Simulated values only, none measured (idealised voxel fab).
Process module name: voxel released beams
We display cut, a cross-section 200 nm in width whose square cells are each 5 nm.
Cross-section = grid of square cells, listed top down in bands; band = one or more rows. Top, bottom (nm), then materials left to right with widths (nm); lone material tagged "all across" fills the whole band edge to edge; "air" = empty space. Heads up on the height convention: 0 is the point under which the incoming wafer is all one material, and the lowest band has no bottom, it just keeps going down, like "0 nm and below". It should be noted that a width expressed as "30 to 40" varies in equal increments from row to row of cells within the band, taking the value of the first number at the top row and that of the second number at the bottom row. Step marked "all unchanged"? Then no cell in the cross-section changed in it. Reported under the label "Closed void roster" are the empty spaces having no open way to the top and comprising 8 cells or more; the notation for each is width x height at distance, in which the distance is measured from the left edge and all three values are in nm. Where a step's line continues beyond its settings, the continuation is a remark by the simulator itself on that step. The line of a step may include "overlay nm". On a step with a mask, this value is how far to the right of its planned place the mask lay. A negative value means the mask lay to the left.
The process steps that were planned are listed below
| 1 | RECEIVE,material Si |
| 2 | CONFORMAL_DEP,material SiN,thk nm 10 |
| 3 | DIRECTIONAL_DEP,material SiO2,thk nm 10 |
| 4 | MASKED_ETCH,tone open,mask id ANCHOR,width nm 20,etch materials SiO2,depth nm 10,overlay nm 0 |
| 5 | CONFORMAL_DEP,material W,thk nm 10 |
| 6 | DIRECTIONAL_DEP,material aC,thk nm 15 |
| 7 | PATTERN,tone cover,mask id BEAM,material resist,width nm 90,thk nm 35,overlay nm 0 |
| 8 | DIRECTIONAL_ETCH,etch materials aC,depth nm 15 |
| 9 | STRIP,etch materials resist |
| 10 | DIRECTIONAL_ETCH,etch materials W,depth nm 10 |
| 11 | STRIP,etch materials aC |
| 12 | STRIP,etch materials SiO2 |
Wafers differ in width nm at step 4; plan lists the first wafer's value; identical starting state.
As received, i.e. after step 1: cross-section through the first of several wafers
* 0 nm and below  Si all across
* Closed void roster: none
The cross-section of the first of several wafers is given below for the end of the module, after its final step, step 12
* 30 nm to 20 nm  air=50 / W=90 / air=60
* 20 nm to 10 nm  air=60 / W=20 / air=120
* 10 nm to 0 nm  SiN all across
* 0 nm and below  Si all across
* Closed void roster: none
Cross-sectional depiction of the last of several wafers upon completion of the module
* 30 nm to 20 nm  air=50 / W=10 / air=25 / W=55 / air=60
* 20 nm to 10 nm  air=50 / W=45 / air=105
* 10 nm to 0 nm  SiN all across
* 0 nm and below  Si all across
* Closed void roster: none
Take any row and you have a wafer at the end of the module: how many cells of each material it has gained (+) or lost (-) since it was received, and then its closed voids
width nm 20, +80 SiN, +44 W, Closed void roster: none
width nm 25, +80 SiN, +44 W, Closed void roster: none
width nm 30, +80 SiN, +44 W, Closed void roster: none
width nm 35, +80 SiN, +44 W, Closed void roster: none
width nm 40, +80 SiN, +44 W, Closed void roster: none
width nm 45, +80 SiN, +44 W, Closed void roster: none
